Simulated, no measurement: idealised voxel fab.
process module | voxel trench capacitor
cross-section cut | 145 nm wide | cells 5 nm
A cross-section is a grid of square cells, given in bands from the top down. A band is one or more rows of cells.
Each band's line starts with the height of the band's top and of its bottom, in nm. Then come its materials from left to right, each with its width in nm. One material with "throughout" fills the band from edge to edge. "air" is empty space.
Height 0 is the level under which the wafer as received is all one material. The lowest band goes on downwards, as in "0 down".
A width such as "30 to 40" changes by the same amount from each row of cells to the next, from the band's top row to its bottom row.
"no change" after a step means that no cell of the cross-section changed.
closed voids: empty space of 8 cells or more with no open way to the top, each as width x height at its distance from the left edge, in nm
after a step's settings: what the simulator itself notes on the step
overlay nm, on a step with a mask: how far to the right of its planned place the mask lay; to the left if negative
plan
1 op RECEIVE | material Si
2 op CONFORMAL_DEP | material SiN | thk nm 5
3 op DIRECTIONAL_DEP | material aC | thk nm 15
4 op PATTERN | tone open | mask id TRENCH | material resist | width nm 15 | pitch nm 45 | thk nm 35 | overlay nm 0
5 op DIRECTIONAL_ETCH | etch materials aC | depth nm 15
6 op STRIP | etch materials resist
7 op DIRECTIONAL_ETCH | etch materials SiN | depth nm 5
8 op DIRECTIONAL_ETCH | etch materials Si | depth nm 40
9 op STRIP | etch materials aC
10 op CONFORMAL_DEP | material Al2O3 | thk nm 5
11 op FILL_DEP | material polySi | thk nm 10
12 op CMP | height nm 5
first wafer, as planned
as received, after step 1
  0 down: Si throughout
  closed voids: none
after step 2
  5 to 0: SiN throughout
  below 0: unchanged
after step 3
  20 to 5: aC throughout
  below 5: unchanged
after step 4
  55 to 20: resist 40 | air 15 | resist 30 | air 15 | resist 45
  below 20: unchanged
after step 5
  40 to 20: resist 40 | air 15 | resist 30 | air 15 | resist 45
  20 to 5: aC 40 | air 15 | aC 30 | air 15 | aC 45
  below 5: unchanged
after step 6
  20 to 5: aC 40 | air 15 | aC 30 | air 15 | aC 45
  below 5: unchanged
after step 7
  20 to 5: aC 40 | air 15 | aC 30 | air 15 | aC 45
  5 to 0: SiN 40 | air 15 | SiN 30 | air 15 | SiN 45
  below 0: unchanged
after step 8
  20 to 5: aC 40 | air 15 | aC 30 | air 15 | aC 45
  5 to 0: SiN 40 | air 15 | SiN 30 | air 15 | SiN 45
  0 to -40: Si 40 | air 15 | Si 30 | air 15 | Si 45
  below -40: unchanged
after step 9
  5 to 0: SiN 40 | air 15 | SiN 30 | air 15 | SiN 45
  below 0: unchanged
after step 10
  10 to 5: Al2O3 45 | air 5 | Al2O3 40 | air 5 | Al2O3 50
  5 to 0: SiN 40 | Al2O3 5 | air 5 | Al2O3 5 | SiN 30 | Al2O3 5 | air 5 | Al2O3 5 | SiN 45
  0 to -35: Si 40 | Al2O3 5 | air 5 | Al2O3 5 | Si 30 | Al2O3 5 | air 5 | Al2O3 5 | Si 45
  -35 to -40: Si 40 | Al2O3 15 | Si 30 | Al2O3 15 | Si 45
  below -40: unchanged
after step 11
  20 to 10: polySi throughout
  10 to 5: Al2O3 45 | polySi 5 | Al2O3 40 | polySi 5 | Al2O3 50
  5 to 0: SiN 40 | Al2O3 5 | polySi 5 | Al2O3 5 | SiN 30 | Al2O3 5 | polySi 5 | Al2O3 5 | SiN 45
  0 to -35: Si 40 | Al2O3 5 | polySi 5 | Al2O3 5 | Si 30 | Al2O3 5 | polySi 5 | Al2O3 5 | Si 45
  below -35: unchanged
after step 12
  5 to 0: SiN 40 | Al2O3 5 | polySi 5 | Al2O3 5 | SiN 30 | Al2O3 5 | polySi 5 | Al2O3 5 | SiN 45
  below 0: unchanged
second wafer: like start, like plan, one mistake. Through step 11 it matches the first wafer
when step 12 should have ended
  0 to -35: Si 40 | Al2O3 5 | polySi 5 | Al2O3 5 | Si 30 | Al2O3 5 | polySi 5 | Al2O3 5 | Si 45
  below -35: unchanged
what went wrong: step 12 ran as: op CMP | height nm 0
at the end the second wafer has, in cells: 4 fewer of Al2O3 | 23 fewer of SiN | 2 fewer of polySi
